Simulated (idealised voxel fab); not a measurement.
The process module presented herein is designated voxel transistor to metal.
Xsec cut, 215 nm wide, square cell size 5 nm.
Cross-section layout: square cells on a grid; listed as bands, top to bottom; a band spans one or more cell rows. For a band, the entry starts with two heights in nm, that of the top and then that of the bottom, and carries on with the band's materials in order from left to right, each alongside its width in nm; the word "edge to edge" beside a single material means it fills the band edge to edge, and "empty" means empty space. For the purposes of this specification, 0 denotes the height below which the wafer in its as-received condition is composed wholly of one material, and the lowermost band, lacking a lower limit, extends downward without end, as expressed in "from 0 down". A width such as "30 to 40" changes by the same amount from each row of cells to the next, from the band's top row to its bottom row. A step reported as "remains unaltered" is a step in which no cell of the cross-section changed. "Closed internal cavities" contains a list of empty spaces, each no smaller than 8 cells and without an open way to the top, written in the form width x height at distance with the distance from the left edge and all three in nm. That trailing text on a step's line, after the settings, is the simulator's own remark on the step. You can add "overlay nm" to a step's line. For a step with a mask, it describes how far the mask lay to the right of its planned position, and a negative number describes a lay to the left.

The planned process steps are enumerated hereunder
1) RECEIVE (material Si)
2) OXIDIZE (depth nm 5)
3) CONFORMAL_DEP (material SiN; thk nm 15)
4) MASKED_ETCH (tone cover; mask id ACTIVE; width nm 105; etch materials SiN; depth nm 15; overlay nm 0)
5) MASKED_ETCH (tone cover; mask id ACTIVE; width nm 105; etch materials SiO2; depth nm 5; overlay nm 0)
6) MASKED_ETCH (tone cover; mask id ACTIVE; width nm 105; etch materials Si; depth nm 25; overlay nm 0)
7) OXIDIZE (depth nm 5)
8) FILL_DEP (material SiO2; thk nm 15)
9) CMP (height nm 15)
10) SELECTIVE_ETCH (etch materials SiO2; depth nm 10)
11) STRIP (etch materials SiN)
12) SELECTIVE_ETCH (etch materials SiO2; depth nm 5)
13) OXIDIZE (depth nm 5)
14) DIRECTIONAL_DEP (material polySi; thk nm 25)
15) DIRECTIONAL_DEP (material SiCN; thk nm 10)
16) PATTERN (tone cover; mask id GATE; material resist; width nm 15; thk nm 15; overlay nm 0)
17) DIRECTIONAL_ETCH (etch materials SiCN; depth nm 20)
18) DIRECTIONAL_ETCH (etch materials polySi; depth nm 35)
19) STRIP (etch materials resist)
20) CONFORMAL_DEP (material SiO2; thk nm 5)
21) DIRECTIONAL_ETCH (etch materials SiO2; depth nm 5)
22) CONFORMAL_DEP (material SiN; thk nm 10)
23) DIRECTIONAL_ETCH (etch materials SiN; depth nm 10)
24) DIRECTIONAL_ETCH (etch materials SiO2; depth nm 5)
25) DIRECTIONAL_ETCH (etch materials Si; depth nm 5)
26) EPI (material nSi; thk nm 10)
27) FILL_DEP (material SiO2; thk nm 10)
28) CMP (height nm 30)
29) DIRECTIONAL_DEP (material SiO2; thk nm 10)
30) MASKED_ETCH (tone open; mask id CONTACT; width nm 20; pitch nm 75; etch materials SiO2; depth nm 40; overlay nm 0)
31) CONFORMAL_DEP (material TiN; thk nm 5)
32) FILL_DEP (material W; thk nm 10)
33) CMP (height nm 40)
34) DIRECTIONAL_DEP (material TiN; thk nm 5)
35) DIRECTIONAL_DEP (material W; thk nm 15)
36) MASKED_ETCH (tone cover; mask id METAL_1; width nm 20; pitch nm 75; etch materials W; depth nm 15; overlay nm 0)
37) MASKED_ETCH (tone cover; mask id METAL_1; width nm 20; pitch nm 75; etch materials TiN; depth nm 5; overlay nm 0)
38) CONFORMAL_DEP (material SiN; thk nm 5)
39) FILL_DEP (material lowk; thk nm 10)
40) CMP (height nm 60)
41) CONFORMAL_DEP (material SiCN; thk nm 5)
42) DIRECTIONAL_DEP (material SiO2; thk nm 35)
43) PATTERN (tone open; mask id METAL_2_HOLES; material resist; width nm 15; pitch nm 75; thk nm 20; overlay nm 0)
44) DIRECTIONAL_ETCH (etch materials SiO2; depth nm 35)
45) STRIP (etch materials resist)
46) DIRECTIONAL_DEP (material aC; thk nm 15)
47) PATTERN (tone open; mask id METAL_2; material resist; width nm 20; pitch nm 75; thk nm 30; overlay nm 0)
48) DIRECTIONAL_ETCH (etch materials aC; depth nm 15)
49) STRIP (etch materials resist)
50) DIRECTIONAL_ETCH (etch materials SiO2; depth nm 20)
51) DIRECTIONAL_ETCH (etch materials SiCN; depth nm 5)
52) STRIP (etch materials aC)
53) CONFORMAL_DEP (material TiN; thk nm 5)
54) FILL_DEP (material Ru; thk nm 10)
55) CMP (height nm 100)
56) CONFORMAL_DEP (material SiN; thk nm 5)

So this is the incoming wafer in cross-section - it's already been through step 1
  from 0 down | Si edge to edge
  Closed internal cavities: none

Sectioned view, first of two wafers, at the close of the module, processed as intended in the plan
  from 105 to 100 | SiN edge to edge
  from 100 to 85 | SiO2: 60; TiN: 5; Ru: 10; TiN: 5; SiO2: 55; TiN: 5; Ru: 10; TiN: 5; SiO2: 60
  from 85 to 80 | SiO2: 60; TiN: 5; Ru: 5; TiN: 10; SiO2: 55; TiN: 5; Ru: 5; TiN: 10; SiO2: 60
  from 80 to 65 | SiO2: 60; TiN: 5; Ru: 5; TiN: 5; SiO2: 60; TiN: 5; Ru: 5; TiN: 5; SiO2: 65
  from 65 to 60 | SiCN: 60; TiN: 15; SiCN: 60; TiN: 15; SiCN: 65
  from 60 to 45 | lowk: 55; SiN: 5; W: 20; SiN: 5; lowk: 45; SiN: 5; W: 20; SiN: 5; lowk: 55
  from 45 to 40 | SiN: 60; TiN: 20; SiN: 55; TiN: 20; SiN: 60
  from 40 to 30 | SiO2: 60; TiN: 5; W: 10; TiN: 5; SiO2: 55; TiN: 5; W: 10; TiN: 5; SiO2: 60
  from 30 to 20 | SiO2: 60; TiN: 5; W: 10; TiN: 5; SiO2: 5; SiN: 10; SiO2: 5; SiCN: 15; SiO2: 5; SiN: 10; SiO2: 5; TiN: 5; W: 10; TiN: 5; SiO2: 60
  from 20 to 5 | SiO2: 60; TiN: 5; W: 10; TiN: 5; SiO2: 5; SiN: 10; SiO2: 5; polySi: 15; SiO2: 5; SiN: 10; SiO2: 5; TiN: 5; W: 10; TiN: 5; SiO2: 60
  from 5 to 0 | SiO2: 60; TiN: 20; SiO2: 5; SiN: 10; SiO2: 5; polySi: 15; SiO2: 5; SiN: 10; SiO2: 5; TiN: 20; SiO2: 60
  from 0 to -5 | SiO2: 55; SiN: 10; nSi: 20; SiN: 10; SiO2: 5; polySi: 15; SiO2: 5; SiN: 10; nSi: 20; SiN: 10; SiO2: 55
  from -5 to -10 | SiO2: 65; nSi: 20; SiO2: 45; nSi: 20; SiO2: 65
  from -10 to -15 | SiO2: 60; Si: 5; nSi: 20; Si: 45; nSi: 20; Si: 5; SiO2: 60
  from -15 to -35 | SiO2: 60; Si: 95; SiO2: 60
  from -35 down | Si edge to edge
  Closed internal cavities: none

Second wafer cross-section at end of module - shared start and plan with the first, one mistake in the run
  from 105 to 100 | SiN edge to edge
  from 100 to 95 | SiCN: 60; TiN: 20; SiCN: 55; TiN: 20; SiCN: 60
  from 95 to 60 | SiO2 edge to edge
  from 60 to 45 | lowk: 55; SiN: 5; W: 20; SiN: 5; lowk: 45; SiN: 5; W: 20; SiN: 5; lowk: 55
  from 45 to 40 | SiN: 60; TiN: 20; SiN: 55; TiN: 20; SiN: 60
  from 40 to 30 | SiO2: 60; TiN: 5; W: 10; TiN: 5; SiO2: 55; TiN: 5; W: 10; TiN: 5; SiO2: 60
  from 30 to 20 | SiO2: 60; TiN: 5; W: 10; TiN: 5; SiO2: 5; SiN: 10; SiO2: 5; SiCN: 15; SiO2: 5; SiN: 10; SiO2: 5; TiN: 5; W: 10; TiN: 5; SiO2: 60
  from 20 to 5 | SiO2: 60; TiN: 5; W: 10; TiN: 5; SiO2: 5; SiN: 10; SiO2: 5; polySi: 15; SiO2: 5; SiN: 10; SiO2: 5; TiN: 5; W: 10; TiN: 5; SiO2: 60
  from 5 to 0 | SiO2: 60; TiN: 20; SiO2: 5; SiN: 10; SiO2: 5; polySi: 15; SiO2: 5; SiN: 10; SiO2: 5; TiN: 20; SiO2: 60
  from 0 to -5 | SiO2: 55; SiN: 10; nSi: 20; SiN: 10; SiO2: 5; polySi: 15; SiO2: 5; SiN: 10; nSi: 20; SiN: 10; SiO2: 55
  from -5 to -10 | SiO2: 65; nSi: 20; SiO2: 45; nSi: 20; SiO2: 65
  from -10 to -15 | SiO2: 60; Si: 5; nSi: 20; Si: 45; nSi: 20; Si: 5; SiO2: 60
  from -15 to -35 | SiO2: 60; Si: 95; SiO2: 60
  from -35 down | Si edge to edge
  Closed internal cavities: none
Here's what went sideways: the processing plan was not followed for steps 41 and 42, which were run with their positions exchanged
Final comparison by cell count, materials where the second wafer has more or fewer than the first: 20 fewer of Ru; 2 fewer of SiCN; 50 more of SiO2; 28 fewer of TiN
